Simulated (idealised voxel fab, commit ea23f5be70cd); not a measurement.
process module | voxel capacitor over wiring
cross-section cut | 280 nm wide | cells 5 nm
A cross-section is a grid of square cells, given in bands from the top down. A band is one or more rows of cells.
Each band's line starts with the height of the band's top and of its bottom, in nm. Then come its materials from left to right, each with its width in nm. One material with "throughout" fills the band from edge to edge. "air" is empty space.
Height 0 is the level under which the wafer as received is all one material. The lowest band goes on downwards, as in "0 down".
A width such as "30 to 40" changes by the same amount from each row of cells to the next, from the band's top row to its bottom row.
"no change" after a step means that no cell of the cross-section changed.
closed voids: empty space of 8 cells or more with no open way to the top, each as width x height at its distance from the left edge, in nm
after a step's settings: what the simulator itself notes on the step
overlay nm, on a step with a mask: how far to the right of its planned place the mask lay; to the left if negative
plan
1 op RECEIVE | material Si
2 op CONFORMAL_DEP | material SiO2 | thk nm 10
3 op CONFORMAL_DEP | material SiN | thk nm 5
4 op DIRECTIONAL_DEP | material lowk | thk nm 25
5 op PATTERN | tone open | mask id METAL_1 | material resist | width nm 30 | pitch nm 80 | thk nm 20 | overlay nm 0
6 op DIRECTIONAL_ETCH | etch materials lowk | depth nm 25
7 op DIRECTIONAL_ETCH | etch materials SiN | depth nm 5
8 op STRIP | etch materials resist
9 op CONFORMAL_DEP | material TiN | thk nm 5
10 op FILL_DEP | material Cu | thk nm 10
11 op CMP | height nm 40
12 op CONFORMAL_DEP | material SiCN | thk nm 5
13 op DIRECTIONAL_DEP | material lowk | thk nm 20
14 op DIRECTIONAL_DEP | material aC | thk nm 15
15 op PATTERN | tone open | mask id PLUG_1 | material resist | width nm 15 | thk nm 35 | overlay nm 0
16 op DIRECTIONAL_ETCH | etch materials aC | depth nm 15
17 op STRIP | etch materials resist
18 op DIRECTIONAL_ETCH | etch materials lowk | depth nm 20
19 op DIRECTIONAL_ETCH | etch materials SiCN | depth nm 5
20 op STRIP | etch materials aC
21 op CONFORMAL_DEP | material TiN | thk nm 5
22 op FILL_DEP | material Ru | thk nm 10
23 op CMP | height nm 65
24 op DIRECTIONAL_DEP | material TiN | thk nm 10
25 op DIRECTIONAL_DEP | material HfO2 | thk nm 5
26 op DIRECTIONAL_DEP | material TiN | thk nm 5
27 op PATTERN | tone cover | mask id UPPER_PLATE | material resist | width nm 55 | thk nm 15 | overlay nm 0
28 op DIRECTIONAL_ETCH | etch materials TiN | depth nm 5
29 op DIRECTIONAL_ETCH | etch materials HfO2 | depth nm 5
30 op STRIP | etch materials resist
31 op PATTERN | tone cover | mask id LOWER_PLATE | material resist | width nm 65 | thk nm 15 | overlay nm 0
32 op DIRECTIONAL_ETCH | etch materials TiN | depth nm 10
33 op STRIP | etch materials resist
34 op FILL_DEP | material SiO2 | thk nm 20
35 op CMP | height nm 100
36 op PATTERN | tone open | mask id PLUG_2 | material resist | width nm 15 | thk nm 20 | overlay nm 0
37 op DIRECTIONAL_ETCH | etch materials SiO2 | depth nm 15
38 op STRIP | etch materials resist
39 op CONFORMAL_DEP | material TiN | thk nm 5
40 op FILL_DEP | material Ru | thk nm 10
41 op CMP | height nm 100
42 op CONFORMAL_DEP | material SiN | thk nm 5
as received, after step 1
  0 down: Si throughout
  closed voids: none
first wafer at the end, as planned
  105 to 100: SiN throughout
  100 to 90: SiO2 110 | TiN 5 | Ru 5 | TiN 5 | SiO2 155
  90 to 80: SiO2 110 to 100 | TiN 15 to 55 | SiO2 155 to 125
  80 to 75: SiO2 100 | HfO2 55 | SiO2 125
  75 to 65: SiO2 95 | TiN 65 | SiO2 120
  65 to 45: lowk 100 | TiN 5 | Ru 5 | TiN 5 | lowk 165
  45 to 40: SiCN 100 | TiN 15 | SiCN 165
  40 to 15: lowk 85 | TiN 5 | Cu 20 | TiN 5 | lowk 50 | TiN 5 | Cu 20 | TiN 5 | lowk 85
  15 to 10: SiN 85 | TiN 30 | SiN 50 | TiN 30 | SiN 85
  10 to 0: SiO2 throughout
  0 down: Si throughout
  closed voids: none
second wafer at the end: like start, like plan, one mistake
  105 to 100: SiN throughout
  100 to 90: SiO2 110 | TiN 5 | Ru 5 | TiN 5 | SiO2 155
  90 to 80: SiO2 110 to 100 | TiN 15 to 55 | SiO2 155 to 125
  80 to 75: SiO2 100 | HfO2 55 | SiO2 125
  75 to 65: SiO2 95 | TiN 65 | SiO2 120
  65 to 45: lowk 100 | TiN 5 | Ru 5 | TiN 5 | lowk 165
  45 to 40: SiCN 100 | TiN 15 | SiCN 165
  40 to 15: Cu 80 | TiN 5 | lowk 30 | TiN 5 | Cu 40 | TiN 5 | lowk 30 | TiN 5 | Cu 80
  15 to 10: TiN 85 | SiN 30 | TiN 50 | SiN 30 | TiN 85
  10 to 0: SiO2 throughout
  0 down: Si throughout
  closed voids: none
what went wrong: step 5 ran as: op PATTERN | tone cover | mask id METAL_1 | material resist | width nm 30 | pitch nm 80 | thk nm 20 | overlay nm 0
at the end the second wafer has, in cells: 160 more of Cu | 32 fewer of SiN | 32 more of TiN | 160 fewer of lowk
